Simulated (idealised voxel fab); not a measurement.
The process module that follows is named voxel capacitor over wiring.
Cross-section cut: width 225 nm, square cells of 5 nm.
Format of a cross-section: grid, square cells. Given as bands. Order: top down. Band: one or more rows of cells. Top, bottom (nm), then materials left to right with widths (nm); lone material tagged "throughout" fills the whole band edge to edge; "blank" = empty space. Note: height 0 marks the level under which the wafer is uniformly one material as received. Lowest band unbounded below, written "0 nm and below". Top row gets the first number, bottom row gets the second, and each row in between changes by the same step: that is how a band width like "30 to 40" works. When a step is marked "remained the same", none of the cells in the cross-section changed during that step. Basically, "Enclosed void inventory" tells you about the enclosed voids: empty spaces with no open way to the top, 8 cells or bigger, each written width x height at distance, where distance is from the left edge, all in nm. That trailing text on a step's line, after the settings, is the simulator's own remark on the step. A step's line can hold "overlay nm"; with a mask on that step, the setting says how far right of the planned place the mask lay, while a negative setting says it lay to the left. Pairs follow: section before one process step, section after it down to the lowest changed band, step with settings underneath. Pairs may come from different runs of this module on the same starting wafer; continuity with the pair above only as stated in the "Pre-step profile" entry.
# Pre-step profile
  95 nm to 85 nm | blank 70 nm, then TiN 60 nm, then blank 95 nm
  85 nm to 80 nm | blank 70 nm, then HfO2 60 nm, then blank 95 nm
  80 nm to 70 nm | blank 65 nm, then TiN 70 nm, then blank 90 nm
  70 nm to 50 nm | lowk 70 nm, then Ru 20 nm, then lowk 135 nm
  50 nm to 45 nm | SiCN 70 nm, then Ru 20 nm, then SiCN 135 nm
  45 nm to 40 nm | SiCN 55 nm, then Ru 35 nm, then SiCN 45 nm, then Ru 35 nm, then SiCN 55 nm
  40 nm to 15 nm | lowk 60 nm, then TiN 5 nm, then Ru 15 nm, then TiN 5 nm, then lowk 55 nm, then TiN 5 nm, then Ru 15 nm, then TiN 5 nm, then lowk 60 nm
  15 nm to 10 nm | SiN 60 nm, then TiN 25 nm, then SiN 55 nm, then TiN 25 nm, then SiN 60 nm
  10 nm to 0 nm | SiO2 throughout
  0 nm and below | Si throughout
  Enclosed void inventory: none
# Section, Post-Step
  110 nm to 95 nm | SiO2 throughout
  95 nm to 85 nm | SiO2 70 nm, then TiN 60 nm, then SiO2 95 nm
  85 nm to 80 nm | SiO2 70 nm, then HfO2 60 nm, then SiO2 95 nm
  80 nm to 70 nm | SiO2 65 nm, then TiN 70 nm, then SiO2 90 nm
  Below 70, no change.
  Enclosed void inventory: none
Upper to lower cross-section via op FILL_DEP | material SiO2 | thk nm 15
Pre-step profile: The initial state for this step is given by the after cross-section of the immediately preceding pair.
# Section, Post-Step
  105 nm to 95 nm | SiO2 throughout
  Below 95, no change.
  Enclosed void inventory: none
Upper to lower cross-section via op CMP | height nm 105
Pre-step profile: The initial state for this step is given by the after cross-section of the immediately preceding pair.
# Section, Post-Step
  105 nm to 95 nm | SiO2 80 nm, then blank 15 nm, then SiO2 130 nm
  Below 95, no change.
  Enclosed void inventory: none
Upper to lower cross-section via op MASKED_ETCH | tone open | mask id PLUG_2 | width nm 15 | etch materials SiO2 | depth nm 10 | overlay nm 0
Pre-step profile: The initial state for this step is given by the after cross-section of the immediately preceding pair.
# Section, Post-Step
  110 nm to 105 nm | TiN 85 nm, then blank 5 nm, then TiN 135 nm
  105 nm to 100 nm | SiO2 80 nm, then TiN 5 nm, then blank 5 nm, then TiN 5 nm, then SiO2 130 nm
  100 nm to 95 nm | SiO2 80 nm, then TiN 15 nm, then SiO2 130 nm
  Below 95, no change.
  Enclosed void inventory: none
Upper to lower cross-section via op CONFORMAL_DEP | material TiN | thk nm 5
Pre-step profile: The initial state for this step is given by the after cross-section of the immediately preceding pair.
# Section, Post-Step
  120 nm to 110 nm | W throughout
  110 nm to 105 nm | TiN 85 nm, then W 5 nm, then TiN 135 nm
  105 nm to 100 nm | SiO2 80 nm, then TiN 5 nm, then W 5 nm, then TiN 5 nm, then SiO2 130 nm
  Below 100, no change.
  Enclosed void inventory: none
Upper to lower cross-section via op FILL_DEP | material W | thk nm 10
Pre-step profile: The initial state for this step is given by the after cross-section of the immediately preceding pair.
# Section, Post-Step
  105 nm to 100 nm | SiO2 80 nm, then TiN 5 nm, then W 5 nm, then TiN 5 nm, then SiO2 130 nm
  Below 100, no change.
  Enclosed void inventory: none
Upper to lower cross-section via op CMP | height nm 105
Pre-step profile: The initial state for this step is given by the after cross-section of the immediately preceding pair.
# Section, Post-Step
  110 nm to 105 nm | SiCN throughout
  Below 105, no change.
  Enclosed void inventory: none
Upper to lower cross-section via op CONFORMAL_DEP | material SiCN | thk nm 5
# Pre-step profile
  55 nm to 40 nm | aC throughout
  40 nm to 15 nm | lowk throughout
  15 nm to 10 nm | SiN throughout
  10 nm to 0 nm | SiO2 throughout
  0 nm and below | Si throughout
  Enclosed void inventory: none
# Section, Post-Step
  85 nm to 55 nm | resist 70 nm, then blank 25 nm, then resist 55 nm, then blank 25 nm, then resist 50 nm
  Below 55, no change.
  Enclosed void inventory: none
Upper to lower cross-section via op PATTERN | tone open | mask id METAL_1 | material resist | width nm 25 | pitch nm 80 | thk nm 30 | overlay nm 10
Pre-step profile: The initial state for this step is given by the after cross-section of the immediately preceding pair.
# Section, Post-Step
  70 nm to 55 nm | resist 70 nm, then blank 25 nm, then resist 55 nm, then blank 25 nm, then resist 50 nm
  55 nm to 40 nm | aC 70 nm, then blank 25 nm, then aC 55 nm, then blank 25 nm, then aC 50 nm
  Below 40, no change.
  Enclosed void inventory: none
Upper to lower cross-section via op DIRECTIONAL_ETCH | etch materials aC | depth nm 15
Pre-step profile: The initial state for this step is given by the after cross-section of the immediately preceding pair.
# Section, Post-Step
  55 nm to 40 nm | aC 70 nm, then blank 25 nm, then aC 55 nm, then blank 25 nm, then aC 50 nm
  Below 40, no change.
  Enclosed void inventory: none
Upper to lower cross-section via op STRIP | etch materials resist
Pre-step profile: The initial state for this step is given by the after cross-section of the immediately preceding pair.
# Section, Post-Step
  55 nm to 40 nm | aC 70 nm, then blank 25 nm, then aC 55 nm, then blank 25 nm, then aC 50 nm
  40 nm to 15 nm | lowk 70 nm, then blank 25 nm, then lowk 55 nm, then blank 25 nm, then lowk 50 nm
  Below 15, no change.
  Enclosed void inventory: none
Upper to lower cross-section via op DIRECTIONAL_ETCH | etch materials lowk | depth nm 25
Pre-step profile: The initial state for this step is given by the after cross-section of the immediately preceding pair.
# Section, Post-Step
  55 nm to 40 nm | aC 70 nm, then blank 25 nm, then aC 55 nm, then blank 25 nm, then aC 50 nm
  40 nm to 15 nm | lowk 70 nm, then blank 25 nm, then lowk 55 nm, then blank 25 nm, then lowk 50 nm
  15 nm to 10 nm | SiN 70 nm, then blank 25 nm, then SiN 55 nm, then blank 25 nm, then SiN 50 nm
  Below 10, no change.
  Enclosed void inventory: none
Upper to lower cross-section via op DIRECTIONAL_ETCH | etch materials SiN | depth nm 5
Pre-step profile: The initial state for this step is given by the after cross-section of the immediately preceding pair.
# Section, Post-Step
  40 nm to 15 nm | lowk 70 nm, then blank 25 nm, then lowk 55 nm, then blank 25 nm, then lowk 50 nm
  Below 15, no change.
  Enclosed void inventory: none
Upper to lower cross-section via op STRIP | etch materials aC
Pre-step profile: The initial state for this step is given by the after cross-section of the immediately preceding pair.
# Section, Post-Step
  45 nm to 40 nm | TiN 75 nm, then blank 15 nm, then TiN 65 nm, then blank 15 nm, then TiN 55 nm
  40 nm to 15 nm | lowk 70 nm, then TiN 5 nm, then blank 15 nm, then TiN 5 nm, then lowk 55 nm, then TiN 5 nm, then blank 15 nm, then TiN 5 nm, then lowk 50 nm
  15 nm to 10 nm | SiN 70 nm, then TiN 25 nm, then SiN 55 nm, then TiN 25 nm, then SiN 50 nm
  Below 10, no change.
  Enclosed void inventory: none
Upper to lower cross-section via op CONFORMAL_DEP | material TiN | thk nm 5
Pre-step profile: The initial state for this step is given by the after cross-section of the immediately preceding pair.
# Section, Post-Step
  50 nm to 45 nm | Ru throughout
  45 nm to 40 nm | TiN 75 nm, then Ru 15 nm, then TiN 65 nm, then Ru 15 nm, then TiN 55 nm
  40 nm to 15 nm | lowk 70 nm, then TiN 5 nm, then Ru 15 nm, then TiN 5 nm, then lowk 55 nm, then TiN 5 nm, then Ru 15 nm, then TiN 5 nm, then lowk 50 nm
  Below 15, no change.
  Enclosed void inventory: none
Upper to lower cross-section via op FILL_DEP | material Ru | thk nm 5
Pre-step profile: The initial state for this step is given by the after cross-section of the immediately preceding pair.
# Section, Post-Step
  40 nm to 15 nm | lowk 70 nm, then TiN 5 nm, then Ru 15 nm, then TiN 5 nm, then lowk 55 nm, then TiN 5 nm, then Ru 15 nm, then TiN 5 nm, then lowk 50 nm
  Below 15, no change.
  Enclosed void inventory: none
Upper to lower cross-section via op CMP | height nm 40
Pre-step profile: The initial state for this step is given by the after cross-section of the immediately preceding pair.
# Section, Post-Step
  45 nm to 40 nm | blank 65 nm, then Ru 35 nm, then blank 45 nm, then Ru 35 nm, then blank 45 nm
  Below 40, no change.
  Enclosed void inventory: none
Upper to lower cross-section via op EPI | material Ru | thk nm 5
Pre-step profile: The initial state for this step is given by the after cross-section of the immediately preceding pair.
# Section, Post-Step
  50 nm to 45 nm | SiCN throughout
  45 nm to 40 nm | SiCN 65 nm, then Ru 35 nm, then SiCN 45 nm, then Ru 35 nm, then SiCN 45 nm
  Below 40, no change.
  Enclosed void inventory: none
Upper to lower cross-section via op FILL_DEP | material SiCN | thk nm 5
Pre-step profile: The initial state for this step is given by the after cross-section of the immediately preceding pair.
# Section, Post-Step
  70 nm to 50 nm | lowk throughout
  Below 50, no change.
  Enclosed void inventory: none
Upper to lower cross-section via op DIRECTIONAL_DEP | material lowk | thk nm 20
Pre-step profile: The initial state for this step is given by the after cross-section of the immediately preceding pair.
# Section, Post-Step
  80 nm to 70 nm | aC throughout
  Below 70, no change.
  Enclosed void inventory: none
Upper to lower cross-section via op DIRECTIONAL_DEP | material aC | thk nm 10
Pre-step profile: The initial state for this step is given by the after cross-section of the immediately preceding pair.
# Section, Post-Step
  105 nm to 80 nm | resist 70 nm, then blank 15 nm, then resist 140 nm
  Below 80, no change.
  Enclosed void inventory: none
Upper to lower cross-section via op PATTERN | tone open | mask id PLUG_1 | material resist | width nm 15 | thk nm 25 | overlay nm 0
Pre-step profile: The initial state for this step is given by the after cross-section of the immediately preceding pair.
# Section, Post-Step
  95 nm to 80 nm | resist 70 nm, then blank 15 nm, then resist 140 nm
  80 nm to 70 nm | aC 70 nm, then blank 15 nm, then aC 140 nm
  Below 70, no change.
  Enclosed void inventory: none
Upper to lower cross-section via op DIRECTIONAL_ETCH | etch materials aC | depth nm 10
Pre-step profile: The initial state for this step is given by the after cross-section of the immediately preceding pair.
# Section, Post-Step
  80 nm to 70 nm | aC 70 nm, then blank 15 nm, then aC 140 nm
  Below 70, no change.
  Enclosed void inventory: none
Upper to lower cross-section via op STRIP | etch materials resist
Pre-step profile: The initial state for this step is given by the after cross-section of the immediately preceding pair.
# Section, Post-Step
  80 nm to 70 nm | aC 70 nm, then blank 15 nm, then aC 140 nm
  70 nm to 50 nm | lowk 70 nm, then blank 15 nm, then lowk 140 nm
  Below 50, no change.
  Enclosed void inventory: none
Upper to lower cross-section via op DIRECTIONAL_ETCH | etch materials lowk | depth nm 20
Pre-step profile: The initial state for this step is given by the after cross-section of the immediately preceding pair.
# Section, Post-Step
  80 nm to 70 nm | aC 70 nm, then blank 15 nm, then aC 140 nm
  70 nm to 50 nm | lowk 70 nm, then blank 15 nm, then lowk 140 nm
  50 nm to 45 nm | SiCN 70 nm, then blank 15 nm, then SiCN 140 nm
  Below 45, no change.
  Enclosed void inventory: none
Upper to lower cross-section via op DIRECTIONAL_ETCH | etch materials SiCN | depth nm 5
Pre-step profile: The initial state for this step is given by the after cross-section of the immediately preceding pair.
# Section, Post-Step
  70 nm to 50 nm | lowk 70 nm, then blank 15 nm, then lowk 140 nm
  Below 50, no change.
  Enclosed void inventory: none
Upper to lower cross-section via op STRIP | etch materials aC
Pre-step profile: The initial state for this step is given by the after cross-section of the immediately preceding pair.
# Section, Post-Step
  70 nm to 55 nm | lowk 70 nm, then blank 15 nm, then lowk 140 nm
  55 nm to 50 nm | lowk 70 nm, then Ru 15 nm, then lowk 140 nm
  50 nm to 45 nm | SiCN 70 nm, then Ru 15 nm, then SiCN 140 nm
  Below 45, no change.
  Enclosed void inventory: none
Upper to lower cross-section via op EPI | material Ru | thk nm 10
Pre-step profile: The initial state for this step is given by the after cross-section of the immediately preceding pair.
# Section, Post-Step
  70 nm to 65 nm | lowk 70 nm, then blank 15 nm, then lowk 140 nm
  65 nm to 50 nm | lowk 70 nm, then Ru 15 nm, then lowk 140 nm
  Below 50, no change.
  Enclosed void inventory: none
Upper to lower cross-section via op EPI | material Ru | thk nm 10
Pre-step profile: The initial state for this step is given by the after cross-section of the immediately preceding pair.
# Section, Post-Step
  70 nm to 50 nm | lowk 70 nm, then Ru 15 nm, then lowk 140 nm
  Below 50, no change.
  Enclosed void inventory: none
Upper to lower cross-section via op EPI | material Ru | thk nm 5
Pre-step profile: The initial state for this step is given by the after cross-section of the immediately preceding pair.
# Section, Post-Step
  80 nm to 70 nm | TiN throughout
  Below 70, no change.
  Enclosed void inventory: none
Upper to lower cross-section via op DIRECTIONAL_DEP | material TiN | thk nm 10
Pre-step profile: The initial state for this step is given by the after cross-section of the immediately preceding pair.
# Section, Post-Step
  85 nm to 80 nm | HfO2 throughout
  Below 80, no change.
  Enclosed void inventory: none
Upper to lower cross-section via op DIRECTIONAL_DEP | material HfO2 | thk nm 5
Pre-step profile: The initial state for this step is given by the after cross-section of the immediately preceding pair.
# Section, Post-Step
  95 nm to 85 nm | TiN throughout
  Below 85, no change.
  Enclosed void inventory: none
Upper to lower cross-section via op DIRECTIONAL_DEP | material TiN | thk nm 10
Pre-step profile: The initial state for this step is given by the after cross-section of the immediately preceding pair.
# Section, Post-Step
  95 nm to 85 nm | blank 70 nm, then TiN 60 nm, then blank 95 nm
  Below 85, no change.
  Enclosed void inventory: none
Upper to lower cross-section via op MASKED_ETCH | tone cover | mask id UPPER_PLATE | width nm 60 | etch materials TiN | depth nm 10 | overlay nm 0
Pre-step profile: The initial state for this step is given by the after cross-section of the immediately preceding pair.
# Section, Post-Step
  95 nm to 85 nm | blank 70 nm, then TiN 60 nm, then blank 95 nm
  85 nm to 80 nm | blank 70 nm, then HfO2 60 nm, then blank 95 nm
  Below 80, no change.
  Enclosed void inventory: none
Upper to lower cross-section via op MASKED_ETCH | tone cover | mask id UPPER_PLATE | width nm 60 | etch materials HfO2 | depth nm 5 | overlay nm 0
Pre-step profile: The initial state for this step is given by the after cross-section of the immediately preceding pair.
# Section, Post-Step
  95 nm to 85 nm | blank 70 nm, then TiN 60 nm, then blank 95 nm
  85 nm to 80 nm | blank 70 nm, then HfO2 60 nm, then blank 95 nm
  80 nm to 70 nm | blank 65 nm, then TiN 70 nm, then blank 90 nm
  Below 70, no change.
  Enclosed void inventory: none
Upper to lower cross-section via op MASKED_ETCH | tone cover | mask id LOWER_PLATE | width nm 70 | etch materials TiN | depth nm 10 | overlay nm 0
Pre-step profile: The initial state for this step is given by the after cross-section of the immediately preceding pair.
# Section, Post-Step
  110 nm to 95 nm | SiO2 throughout
  95 nm to 85 nm | SiO2 70 nm, then TiN 60 nm, then SiO2 95 nm
  85 nm to 80 nm | SiO2 70 nm, then HfO2 60 nm, then SiO2 95 nm
  80 nm to 70 nm | SiO2 65 nm, then TiN 70 nm, then SiO2 90 nm
  Below 70, no change.
  Enclosed void inventory: none
Upper to lower cross-section via op FILL_DEP | material SiO2 | thk nm 15
Pre-step profile: The initial state for this step is given by the after cross-section of the immediately preceding pair.
# Section, Post-Step
  105 nm to 95 nm | SiO2 throughout
  Below 95, no change.
  Enclosed void inventory: none
Upper to lower cross-section via op CMP | height nm 105
Pre-step profile: The initial state for this step is given by the after cross-section of the immediately preceding pair.
# Section, Post-Step
  105 nm to 95 nm | SiO2 80 nm, then blank 15 nm, then SiO2 130 nm
  Below 95, no change.
  Enclosed void inventory: none
Upper to lower cross-section via op MASKED_ETCH | tone open | mask id PLUG_2 | width nm 15 | etch materials SiO2 | depth nm 10 | overlay nm 0
Pre-step profile: The initial state for this step is given by the after cross-section of the immediately preceding pair.
# Section, Post-Step
  110 nm to 105 nm | TiN 85 nm, then blank 5 nm, then TiN 135 nm
  105 nm to 100 nm | SiO2 80 nm, then TiN 5 nm, then blank 5 nm, then TiN 5 nm, then SiO2 130 nm
  100 nm to 95 nm | SiO2 80 nm, then TiN 15 nm, then SiO2 130 nm
  Below 95, no change.
  Enclosed void inventory: none
Upper to lower cross-section via op CONFORMAL_DEP | material TiN | thk nm 5
Pre-step profile: The initial state for this step is given by the after cross-section of the immediately preceding pair.
# Section, Post-Step
  120 nm to 110 nm | W throughout
  110 nm to 105 nm | TiN 85 nm, then W 5 nm, then TiN 135 nm
  105 nm to 100 nm | SiO2 80 nm, then TiN 5 nm, then W 5 nm, then TiN 5 nm, then SiO2 130 nm
  Below 100, no change.
  Enclosed void inventory: none
Upper to lower cross-section via op FILL_DEP | material W | thk nm 10
Pre-step profile: The initial state for this step is given by the after cross-section of the immediately preceding pair.
# Section, Post-Step
  105 nm to 100 nm | SiO2 80 nm, then TiN 5 nm, then W 5 nm, then TiN 5 nm, then SiO2 130 nm
  Below 100, no change.
  Enclosed void inventory: none
Upper to lower cross-section via op CMP | height nm 105
Pre-step profile: The initial state for this step is given by the after cross-section of the immediately preceding pair.
# Section, Post-Step
  110 nm to 105 nm | SiCN throughout
  Below 105, no change.
  Enclosed void inventory: none
Upper to lower cross-section via op CONFORMAL_DEP | material SiCN | thk nm 5
# Pre-step profile
  70 nm to 50 nm | lowk 70 nm, then Ru 15 nm, then lowk 140 nm
  50 nm to 45 nm | SiCN 70 nm, then Ru 15 nm, then SiCN 140 nm
  45 nm to 40 nm | SiCN 55 nm, then Ru 35 nm, then SiCN 45 nm, then Ru 35 nm, then SiCN 55 nm
  40 nm to 15 nm | lowk 60 nm, then TiN 5 nm, then Ru 15 nm, then TiN 5 nm, then lowk 55 nm, then TiN 5 nm, then Ru 15 nm, then TiN 5 nm, then lowk 60 nm
  15 nm to 10 nm | SiN 60 nm, then TiN 25 nm, then SiN 55 nm, then TiN 25 nm, then SiN 60 nm
  10 nm to 0 nm | SiO2 throughout
  0 nm and below | Si throughout
  Enclosed void inventory: none
# Section, Post-Step
  80 nm to 70 nm | aC throughout
  Below 70, no change.
  Enclosed void inventory: none
Upper to lower cross-section via op DIRECTIONAL_DEP | material aC | thk nm 10
Pre-step profile: The initial state for this step is given by the after cross-section of the immediately preceding pair.
# Section, Post-Step
  85 nm to 80 nm | HfO2 throughout
  Below 80, no change.
  Enclosed void inventory: none
Upper to lower cross-section via op DIRECTIONAL_DEP | material HfO2 | thk nm 5
Pre-step profile: The initial state for this step is given by the after cross-section of the immediately preceding pair.
# Section, Post-Step
  95 nm to 85 nm | TiN throughout
  Below 85, no change.
  Enclosed void inventory: none
Upper to lower cross-section via op DIRECTIONAL_DEP | material TiN | thk nm 10
Pre-step profile: The initial state for this step is given by the after cross-section of the immediately preceding pair.
# Section, Post-Step
  95 nm to 85 nm | blank 70 nm, then TiN 60 nm, then blank 95 nm
  Below 85, no change.
  Enclosed void inventory: none
Upper to lower cross-section via op MASKED_ETCH | tone cover | mask id UPPER_PLATE | width nm 60 | etch materials TiN | depth nm 10 | overlay nm 0
Pre-step profile: The initial state for this step is given by the after cross-section of the immediately preceding pair.
# Section, Post-Step
  95 nm to 85 nm | blank 70 nm, then TiN 60 nm, then blank 95 nm
  85 nm to 80 nm | blank 70 nm, then HfO2 60 nm, then blank 95 nm
  Below 80, no change.
  Enclosed void inventory: none
Upper to lower cross-section via op MASKED_ETCH | tone cover | mask id UPPER_PLATE | width nm 60 | etch materials HfO2 | depth nm 5 | overlay nm 0
Pre-step profile: The initial state for this step is given by the after cross-section of the immediately preceding pair.
# Section, Post-Step
  110 nm to 95 nm | SiO2 throughout
  95 nm to 85 nm | SiO2 70 nm, then TiN 60 nm, then SiO2 95 nm
  85 nm to 80 nm | SiO2 70 nm, then HfO2 60 nm, then SiO2 95 nm
  Below 80, no change.
  Enclosed void inventory: none
Upper to lower cross-section via op FILL_DEP | material SiO2 | thk nm 15
Pre-step profile: The initial state for this step is given by the after cross-section of the immediately preceding pair.
# Section, Post-Step
  105 nm to 95 nm | SiO2 throughout
  Below 95, no change.
  Enclosed void inventory: none
Upper to lower cross-section via op CMP | height nm 105
Pre-step profile: The initial state for this step is given by the after cross-section of the immediately preceding pair.
# Section, Post-Step
  105 nm to 95 nm | SiO2 80 nm, then blank 15 nm, then SiO2 130 nm
  Below 95, no change.
  Enclosed void inventory: none
Upper to lower cross-section via op MASKED_ETCH | tone open | mask id PLUG_2 | width nm 15 | etch materials SiO2 | depth nm 10 | overlay nm 0
Pre-step profile: The initial state for this step is given by the after cross-section of the immediately preceding pair.
# Section, Post-Step
  110 nm to 105 nm | TiN 85 nm, then blank 5 nm, then TiN 135 nm
  105 nm to 100 nm | SiO2 80 nm, then TiN 5 nm, then blank 5 nm, then TiN 5 nm, then SiO2 130 nm
  100 nm to 95 nm | SiO2 80 nm, then TiN 15 nm, then SiO2 130 nm
  Below 95, no change.
  Enclosed void inventory: none
Upper to lower cross-section via op CONFORMAL_DEP | material TiN | thk nm 5
Pre-step profile: The initial state for this step is given by the after cross-section of the immediately preceding pair.
# Section, Post-Step
  120 nm to 110 nm | W throughout
  110 nm to 105 nm | TiN 85 nm, then W 5 nm, then TiN 135 nm
  105 nm to 100 nm | SiO2 80 nm, then TiN 5 nm, then W 5 nm, then TiN 5 nm, then SiO2 130 nm
  Below 100, no change.
  Enclosed void inventory: none
Upper to lower cross-section via op FILL_DEP | material W | thk nm 10
Pre-step profile: The initial state for this step is given by the after cross-section of the immediately preceding pair.
# Section, Post-Step
  105 nm to 100 nm | SiO2 80 nm, then TiN 5 nm, then W 5 nm, then TiN 5 nm, then SiO2 130 nm
  Below 100, no change.
  Enclosed void inventory: none
Upper to lower cross-section via op CMP | height nm 105
Pre-step profile: The initial state for this step is given by the after cross-section of the immediately preceding pair.
# Section, Post-Step
  110 nm to 105 nm | SiCN throughout
  Below 105, no change.
  Enclosed void inventory: none
Upper to lower cross-section via op CONFORMAL_DEP | material SiCN | thk nm 5
# Pre-step profile
  55 nm to 40 nm | aC throughout
  40 nm to 15 nm | lowk throughout
  15 nm to 10 nm | SiN throughout
  10 nm to 0 nm | SiO2 throughout
  0 nm and below | Si throughout
  Enclosed void inventory: none
# Section, Post-Step
  85 nm to 55 nm | blank 60 nm, then resist 25 nm, then blank 55 nm, then resist 25 nm, then blank 60 nm
  Below 55, no change.
  Enclosed void inventory: none
Upper to lower cross-section via op PATTERN | tone cover | mask id METAL_1 | material resist | width nm 25 | pitch nm 80 | thk nm 30 | overlay nm 0
Pre-step profile: The initial state for this step is given by the after cross-section of the immediately preceding pair.
# Section, Post-Step
  70 nm to 55 nm | blank 60 nm, then resist 25 nm, then blank 55 nm, then resist 25 nm, then blank 60 nm
  55 nm to 40 nm | blank 60 nm, then aC 25 nm, then blank 55 nm, then aC 25 nm, then blank 60 nm
  Below 40, no change.
  Enclosed void inventory: none
Upper to lower cross-section via op DIRECTIONAL_ETCH | etch materials aC | depth nm 15
Pre-step profile: The initial state for this step is given by the after cross-section of the immediately preceding pair.
# Section, Post-Step
  55 nm to 40 nm | blank 60 nm, then aC 25 nm, then blank 55 nm, then aC 25 nm, then blank 60 nm
  Below 40, no change.
  Enclosed void inventory: none
Upper to lower cross-section via op STRIP | etch materials resist
Pre-step profile: The initial state for this step is given by the after cross-section of the immediately preceding pair.
# Section, Post-Step
  55 nm to 40 nm | blank 60 nm, then aC 25 nm, then blank 55 nm, then aC 25 nm, then blank 60 nm
  40 nm to 15 nm | blank 60 nm, then lowk 25 nm, then blank 55 nm, then lowk 25 nm, then blank 60 nm
  Below 15, no change.
  Enclosed void inventory: none
Upper to lower cross-section via op DIRECTIONAL_ETCH | etch materials lowk | depth nm 25
Pre-step profile: The initial state for this step is given by the after cross-section of the immediately preceding pair.
# Section, Post-Step
  55 nm to 40 nm | blank 60 nm, then aC 25 nm, then blank 55 nm, then aC 25 nm, then blank 60 nm
  40 nm to 15 nm | blank 60 nm, then lowk 25 nm, then blank 55 nm, then lowk 25 nm, then blank 60 nm
  15 nm to 10 nm | blank 60 nm, then SiN 25 nm, then blank 55 nm, then SiN 25 nm, then blank 60 nm
  Below 10, no change.
  Enclosed void inventory: none
Upper to lower cross-section via op DIRECTIONAL_ETCH | etch materials SiN | depth nm 5
Pre-step profile: The initial state for this step is given by the after cross-section of the immediately preceding pair.
# Section, Post-Step
  40 nm to 15 nm | blank 60 nm, then lowk 25 nm, then blank 55 nm, then lowk 25 nm, then blank 60 nm
  Below 15, no change.
  Enclosed void inventory: none
Upper to lower cross-section via op STRIP | etch materials aC
Pre-step profile: The initial state for this step is given by the after cross-section of the immediately preceding pair.
# Section, Post-Step
  45 nm to 40 nm | blank 55 nm, then TiN 35 nm, then blank 45 nm, then TiN 35 nm, then blank 55 nm
  40 nm to 15 nm | blank 55 nm, then TiN 5 nm, then lowk 25 nm, then TiN 5 nm, then blank 45 nm, then TiN 5 nm, then lowk 25 nm, then TiN 5 nm, then blank 55 nm
  15 nm to 10 nm | TiN 60 nm, then SiN 25 nm, then TiN 55 nm, then SiN 25 nm, then TiN 60 nm
  Below 10, no change.
  Enclosed void inventory: none
Upper to lower cross-section via op CONFORMAL_DEP | material TiN | thk nm 5
Pre-step profile: The initial state for this step is given by the after cross-section of the immediately preceding pair.
# Section, Post-Step
  50 nm to 45 nm | Ru throughout
  45 nm to 40 nm | Ru 55 nm, then TiN 35 nm, then Ru 45 nm, then TiN 35 nm, then Ru 55 nm
  40 nm to 15 nm | Ru 55 nm, then TiN 5 nm, then lowk 25 nm, then TiN 5 nm, then Ru 45 nm, then TiN 5 nm, then lowk 25 nm, then TiN 5 nm, then Ru 55 nm
  Below 15, no change.
  Enclosed void inventory: none
Upper to lower cross-section via op FILL_DEP | material Ru | thk nm 5
Pre-step profile: The initial state for this step is given by the after cross-section of the immediately preceding pair.
# Section, Post-Step
  40 nm to 15 nm | Ru 55 nm, then TiN 5 nm, then lowk 25 nm, then TiN 5 nm, then Ru 45 nm, then TiN 5 nm, then lowk 25 nm, then TiN 5 nm, then Ru 55 nm
  Below 15, no change.
  Enclosed void inventory: none
Upper to lower cross-section via op CMP | height nm 40
Pre-step profile: The initial state for this step is given by the after cross-section of the immediately preceding pair.
# Section, Post-Step
  45 nm to 40 nm | Ru 65 nm, then blank 15 nm, then Ru 65 nm, then blank 15 nm, then Ru 65 nm
  Below 40, no change.
  Enclosed void inventory: none
Upper to lower cross-section via op EPI | material Ru | thk nm 5
Pre-step profile: The initial state for this step is given by the after cross-section of the immediately preceding pair.
# Section, Post-Step
  50 nm to 45 nm | SiCN throughout
  45 nm to 40 nm | Ru 65 nm, then SiCN 15 nm, then Ru 65 nm, then SiCN 15 nm, then Ru 65 nm
  Below 40, no change.
  Enclosed void inventory: none
Upper to lower cross-section via op FILL_DEP | material SiCN | thk nm 5
Pre-step profile: The initial state for this step is given by the after cross-section of the immediately preceding pair.
# Section, Post-Step
  70 nm to 50 nm | lowk throughout
  Below 50, no change.
  Enclosed void inventory: none
Upper to lower cross-section via op DIRECTIONAL_DEP | material lowk | thk nm 20
Pre-step profile: The initial state for this step is given by the after cross-section of the immediately preceding pair.
# Section, Post-Step
  80 nm to 70 nm | aC throughout
  Below 70, no change.
  Enclosed void inventory: none
Upper to lower cross-section via op DIRECTIONAL_DEP | material aC | thk nm 10
Pre-step profile: The initial state for this step is given by the after cross-section of the immediately preceding pair.
# Section, Post-Step
  105 nm to 80 nm | resist 70 nm, then blank 15 nm, then resist 140 nm
  Below 80, no change.
  Enclosed void inventory: none
Upper to lower cross-section via op PATTERN | tone open | mask id PLUG_1 | material resist | width nm 15 | thk nm 25 | overlay nm 0
Pre-step profile: The initial state for this step is given by the after cross-section of the immediately preceding pair.
# Section, Post-Step
  95 nm to 80 nm | resist 70 nm, then blank 15 nm, then resist 140 nm
  80 nm to 70 nm | aC 70 nm, then blank 15 nm, then aC 140 nm
  Below 70, no change.
  Enclosed void inventory: none
Upper to lower cross-section via op DIRECTIONAL_ETCH | etch materials aC | depth nm 10
Pre-step profile: The initial state for this step is given by the after cross-section of the immediately preceding pair.
# Section, Post-Step
  80 nm to 70 nm | aC 70 nm, then blank 15 nm, then aC 140 nm
  Below 70, no change.
  Enclosed void inventory: none
Upper to lower cross-section via op STRIP | etch materials resist
Pre-step profile: The initial state for this step is given by the after cross-section of the immediately preceding pair.
# Section, Post-Step
  80 nm to 70 nm | aC 70 nm, then blank 15 nm, then aC 140 nm
  70 nm to 50 nm | lowk 70 nm, then blank 15 nm, then lowk 140 nm
  Below 50, no change.
  Enclosed void inventory: none
Upper to lower cross-section via op DIRECTIONAL_ETCH | etch materials lowk | depth nm 20
Pre-step profile: The initial state for this step is given by the after cross-section of the immediately preceding pair.
# Section, Post-Step
  80 nm to 70 nm | aC 70 nm, then blank 15 nm, then aC 140 nm
  70 nm to 50 nm | lowk 70 nm, then blank 15 nm, then lowk 140 nm
  50 nm to 45 nm | SiCN 70 nm, then blank 15 nm, then SiCN 140 nm
  Below 45, no change.
  Enclosed void inventory: none
Upper to lower cross-section via op DIRECTIONAL_ETCH | etch materials SiCN | depth nm 5
Pre-step profile: The initial state for this step is given by the after cross-section of the immediately preceding pair.
# Section, Post-Step
  70 nm to 50 nm | lowk 70 nm, then blank 15 nm, then lowk 140 nm
  Below 50, no change.
  Enclosed void inventory: none
Upper to lower cross-section via op STRIP | etch materials aC
Pre-step profile: The initial state for this step is given by the after cross-section of the immediately preceding pair.
# Section, Post-Step
  70 nm to 55 nm | lowk 70 nm, then blank 15 nm, then lowk 140 nm
  55 nm to 50 nm | lowk 70 nm, then Ru 15 nm, then lowk 140 nm
  50 nm to 45 nm | SiCN 70 nm, then Ru 15 nm, then SiCN 140 nm
  Below 45, no change.
  Enclosed void inventory: none
Upper to lower cross-section via op EPI | material Ru | thk nm 10
